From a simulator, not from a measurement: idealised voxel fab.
Module name: voxel ribs on slabs (process module)
The cross-section on display is named cut; it measures 190 nm wide, and its cells are 5 nm squares.
Reading order for cross-sections: top band down to bottom band. Underlying form: a grid of square cells. Band size: one or more rows of cells. The entry gives the band's vertical extent as a top height and a bottom height in nm, then its horizontal make-up as materials from left to right, each with a width in nm. "empty" stands for empty space; a single material marked "throughout" fills the band edge to edge. Convention: height 0 is the level below which the wafer, as received, is all one material. The lowest band does not terminate at the bottom but continues downward, represented as "0 -> down". Quick explanation for "30 to 40": the width changes in equal steps down the rows of cells, from the first number in the band's top row to the second number in its bottom row. The cross-section has no changed cell in any step marked "no modifications". "Closed void entries" enumerates empty spaces isolated from the top, with no open way to it, that contain at least 8 cells, giving each as width x height at distance from the left edge, all three in nm. Whatever follows a step's settings on its line is a remark the simulator itself makes about that step. overlay nm: where the mask lay relative to plan, measured to the right, on steps with a mask; negatives go left.
# These are the steps we planned for the process
1: RECEIVE | material Si
2: DIRECTIONAL_DEP | material SiO2 | thk nm 20
3: DIRECTIONAL_DEP | material polySi | thk nm 25
4: DIRECTIONAL_DEP | material aC | thk nm 10
5: PATTERN | tone cover | mask id RIB | material resist | width nm 25 | thk nm 25 | overlay nm 0
6: DIRECTIONAL_ETCH | etch materials aC | depth nm 5
7: STRIP | etch materials resist
8: DIRECTIONAL_ETCH | etch materials polySi | depth nm 10
9: STRIP | etch materials aC
10: PATTERN | tone cover | mask id SLAB | material resist | width nm 75 | thk nm 20 | overlay nm 0
11: DIRECTIONAL_ETCH | etch materials polySi | depth nm 15
12: STRIP | etch materials resist
13: FILL_DEP | material SiO2 | thk nm 25
14: CMP | height nm 65
15: DIRECTIONAL_DEP | material W | thk nm 5
16: MASKED_ETCH | tone cover | mask id HEATER | width nm 35 | etch materials W | depth nm 5 | overlay nm 0
17: CONFORMAL_DEP | material SiN | thk nm 5
Be aware that, although all wafers share a common starting state, the depth nm at step 6 differs among them, and the plan displays the first wafer's value.
# First of several wafers, received after step 1, in cross-section
0 -> down | Si throughout
Closed void entries: none
# Basically each wafer gets a line in the table, showing it at the end of the module: material by material, the cells it gained (+) or lost (-) since we got it, then its closed voids
depth nm 5; +40 SiN; +373 SiO2; +7 W; +121 polySi; Closed void entries: none
depth nm 10; +40 SiN; +439 SiO2; +7 W; +55 polySi; Closed void entries: none
depth nm 15; +40 SiN; +439 SiO2; +7 W; +55 polySi; Closed void entries: none
depth nm 20; +40 SiN; +439 SiO2; +7 W; +55 polySi; Closed void entries: none
depth nm 25; +40 SiN; +439 SiO2; +7 W; +55 polySi; Closed void entries: none
